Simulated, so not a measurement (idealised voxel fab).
Process module under the name voxel ribs on slabs
In the cross-section labelled cut, the width is 145 nm and each square cell is 5 nm.
Reading order for cross-sections: top band down to bottom band. Underlying form: a grid of square cells. Band size: one or more rows of cells.
Within each band entry, the heights of the top and of the bottom of the band appear first, in that order and in nm; the materials of the band then follow from left to right, each with its corresponding width in nm. The designation "all across" on a single material indicates that it fills the band from edge to edge; the designation "blank" indicates empty space.
Beneath 0, the wafer as received is one material, and that level is where height counting begins. The lowest band goes on downward without a bottom; it is written like "0..down".
With a width like "30->40", each row of cells in the band differs from the next by the same amount, the top row carrying the first number and the bottom row the second.
Key: "no modification" - step with no changed cell in the cross-section.
"Enclosed cavities" specifies each empty space that is not open to the top and that occupies no fewer than 8 cells, using the form width x height at distance, the distance measured from the left edge and all three quantities in nm.
Where a step's line continues beyond its settings, the continuation is a remark by the simulator itself on that step.
For masked steps, "overlay nm" on the step line gives how far right of plan the mask actually lay; a minus sign means it lay to the left.
Steps in the process plan
1. RECEIVE | material Si
2. DIRECTIONAL_DEP | material SiO2 | thk nm 25
3. DIRECTIONAL_DEP | material SiN | thk nm 15
4. PATTERN | tone cover | mask id RIB | material resist | width nm 25 | thk nm 20 | overlay nm 0
5. DIRECTIONAL_ETCH | etch materials SiN | depth nm 5
6. STRIP | etch materials resist
7. PATTERN | tone cover | mask id SLAB | material resist | width nm 85 | thk nm 15 | overlay nm 0
8. DIRECTIONAL_ETCH | etch materials SiN | depth nm 10
9. STRIP | etch materials resist
10. FILL_DEP | material SiO2 | thk nm 15
11. CMP | height nm 50
12. DIRECTIONAL_DEP | material W | thk nm 10
13. PATTERN | tone cover | mask id HEATER | material resist | width nm 35 | thk nm 20 | overlay nm 0
14. DIRECTIONAL_ETCH | etch materials W | depth nm 10
15. STRIP | etch materials resist
16. CONFORMAL_DEP | material SiO2 | thk nm 5
Cross-sectional view of the wafer in its as-received condition, corresponding to the state after step 1
    0..down  Si all across
    Enclosed cavities: none
The first of two wafers, cross-sectioned at the end of the module, with the run proceeding as planned
    65..60  blank (50), SiO2 (45), blank (50)
    60..55  blank (50), SiO2 (5), W (35), SiO2 (5), blank (50)
    55..50  SiO2 (55), W (35), SiO2 (55)
    50..40  SiO2 all across
    40..35  SiO2 (60), SiN (25), SiO2 (60)
    35..25  SiO2 (30), SiN (85), SiO2 (30)
    25..0  SiO2 all across
    0..down  Si all across
    Enclosed cavities: none
Cross-section, second wafer: same start as the first, same plan as the first, one mistake in running it; taken at the end of the module
    65..60  blank (60), SiO2 (45), blank (40)
    60..55  blank (60), SiO2 (5), W (35), SiO2 (5), blank (40)
    55..50  SiO2 (65), W (35), SiO2 (45)
    50..40  SiO2 all across
    40..35  SiO2 (60), SiN (25), SiO2 (60)
    35..25  SiO2 (30), SiN (85), SiO2 (30)
    25..0  SiO2 all across
    0..down  Si all across
    Enclosed cavities: none
Where did the run depart from the plan? step 13 deviated from plan and actually ran as PATTERN | tone cover | mask id HEATER | material resist | width nm 35 | thk nm 20 | overlay nm 10
Both wafers, final: cells per material equal; arrangement not.
